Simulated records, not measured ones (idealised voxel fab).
This section sets out a process module, namely voxel self aligned vias.
Cross-sectional view cut (width: 270 nm; square cell size: 5 nm).
Cross-section spec: square-cell grid; bands listed top down; each band is one or more rows.
Within each band entry, the heights of the top and of the bottom of the band appear first, in that order and in nm; the materials of the band then follow from left to right, each with its corresponding width in nm. The designation "all across" on a single material indicates that it fills the band from edge to edge; the designation "empty" indicates empty space.
Below 0: as-received wafer, all one material; heights counted from there. Lowest band: no bottom, goes on down, written "0..down".
The width entry "30 to 40" should be interpreted row by row: the top row of cells in the band takes the first number, the bottom row takes the second number, and the change between adjacent rows is uniform throughout.
The designation "remained the same", where it is given for a processing step, indicates that no cell of the cross-section was altered in the course of that step.
Empty spaces counting at least 8 cells and having no open way to the top are listed in "Enclosed void listing". The notation width x height at distance is used for each, the distance being from the left edge and all three values in nm.
Past the settings on a step's line: simulator remark, on that step.
You can add "overlay nm" to a step's line. For a step with a mask, it describes how far the mask lay to the right of its planned position, and a negative number describes a lay to the left.

-- The steps planned for the process are as follows
1. RECEIVE (material Si)
2. CONFORMAL_DEP (material SiO2; thk nm 10)
3. CONFORMAL_DEP (material SiCN; thk nm 5)
4. DIRECTIONAL_DEP (material SiO2; thk nm 30)
5. PATTERN (tone open; mask id LINES; material resist; width nm 20; pitch nm 55; thk nm 15; overlay nm 0)
6. DIRECTIONAL_ETCH (etch materials SiO2; depth nm 30)
7. STRIP (etch materials resist)
8. CONFORMAL_DEP (material TiN; thk nm 5)
9. FILL_DEP (material W; thk nm 10)
10. CMP (height nm 45)
11. SELECTIVE_ETCH (etch materials W Ru TiN; depth nm 5)
12. FILL_DEP (material SiN; thk nm 5)
13. CMP (height nm 45)
14. DIRECTIONAL_DEP (material SiO2; thk nm 15)
15. DIRECTIONAL_DEP (material aC; thk nm 10)
16. PATTERN (tone open; mask id VIAS; material resist; width nm 40; pitch nm 110; thk nm 25; overlay nm 0)
17. DIRECTIONAL_ETCH (etch materials aC; depth nm 10)
18. STRIP (etch materials resist)
19. DIRECTIONAL_ETCH (etch materials SiO2; depth nm 15)
20. DIRECTIONAL_ETCH (etch materials SiN; depth nm 5)
21. STRIP (etch materials aC)
22. CONFORMAL_DEP (material TiN; thk nm 5)
23. FILL_DEP (material Cu; thk nm 5)
24. CMP (height nm 60)
25. CONFORMAL_DEP (material SiN; thk nm 5)
Same starting wafers, different thk nm at step 8. Plan value belongs to the first wafer.

-- Cut through the first of several wafers as received, post step 1
	0..down | Si all across
	Enclosed void listing: none

-- Basically each wafer gets a line in the table, showing it at the end of the module: material by material, the cells it gained (+) or lost (-) since we got it, then its closed voids
thk nm 5, +28 Cu, +54 SiCN, +58 SiN, +474 SiO2, +64 TiN, +24 W, Enclosed void listing: none
thk nm 10, +28 Cu, +54 SiCN, +58 SiN, +474 SiO2, +88 TiN, Enclosed void listing: none
thk nm 15, +28 Cu, +54 SiCN, +58 SiN, +474 SiO2, +88 TiN, Enclosed void listing: none
thk nm 20, +28 Cu, +54 SiCN, +58 SiN, +474 SiO2, +88 TiN, Enclosed void listing: none
